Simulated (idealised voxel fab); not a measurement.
The process module that follows is named voxel trench capacitor.
In the cross-section labelled cut, the width is 270 nm and each square cell is 5 nm.
We lay out every cross-section as a grid of square cells and spell it out in bands from the top down, where one band means one or more rows of cells. Each band's line starts with the height of the band's top and of its bottom, in nm. Then come its materials from left to right, each with its width in nm. One material with "throughout" fills the band from edge to edge. "blank" is empty space. Beneath 0, the wafer as received is one material, and that level is where height counting begins. The lowest band goes on downward without a bottom; it is written like "0 and below". Read "30->40" as a graded width: first number on top, second number at the bottom, same change between each pair of neighbouring rows. Where a step carries "remains unaltered", the cross-section came out of it unchanged, cell for cell. This entry, "Closed void list", enumerates those empty regions of no fewer than 8 cells that possess no open connection to the top. Each region is reported in the form width x height at distance, the distance being taken from the left edge, with all three quantities expressed in nm. Where a step's line continues beyond its settings, the continuation is a remark by the simulator itself on that step. Each step line may optionally specify "overlay nm", which for a step with a mask gives the rightward distance between the mask's planned place and where it lay, a negative value indicating the leftward direction.

[The following list gives the planned process steps]
1. RECEIVE with material Si
2. CONFORMAL_DEP with material SiN, thk nm 5
3. PATTERN with tone open, mask id TRENCH, material resist, width nm 25, pitch nm 50, thk nm 20, overlay nm 0
4. DIRECTIONAL_ETCH with etch materials SiN, depth nm 5
5. DIRECTIONAL_ETCH with etch materials Si, depth nm 40
6. STRIP with etch materials resist
7. CONFORMAL_DEP with material SiO2, thk nm 5
8. FILL_DEP with material polySi, thk nm 5
9. CMP with height nm 5

[Incoming wafer, cross-sectional view, post step 1]
0 and below = Si throughout
Closed void list: none

[What the wafer looks like in cross-section after this module, when it starts as shown above and follows the plan above but one mistake is made in running it]
5 down to 0 = 70 SiN  5 SiO2  15 polySi  5 SiO2  25 SiN  5 SiO2  15 polySi  5 SiO2  25 SiN  5 SiO2  15 polySi  5 SiO2  75 SiN
0 down to -75 = 70 Si  5 SiO2  15 polySi  5 SiO2  25 Si  5 SiO2  15 polySi  5 SiO2  25 Si  5 SiO2  15 polySi  5 SiO2  75 Si
-75 down to -80 = 70 Si  25 SiO2  25 Si  25 SiO2  25 Si  25 SiO2  75 Si
-80 and below = Si throughout
Closed void list: none
what went wrong: step 5 of the plan was twice carried out
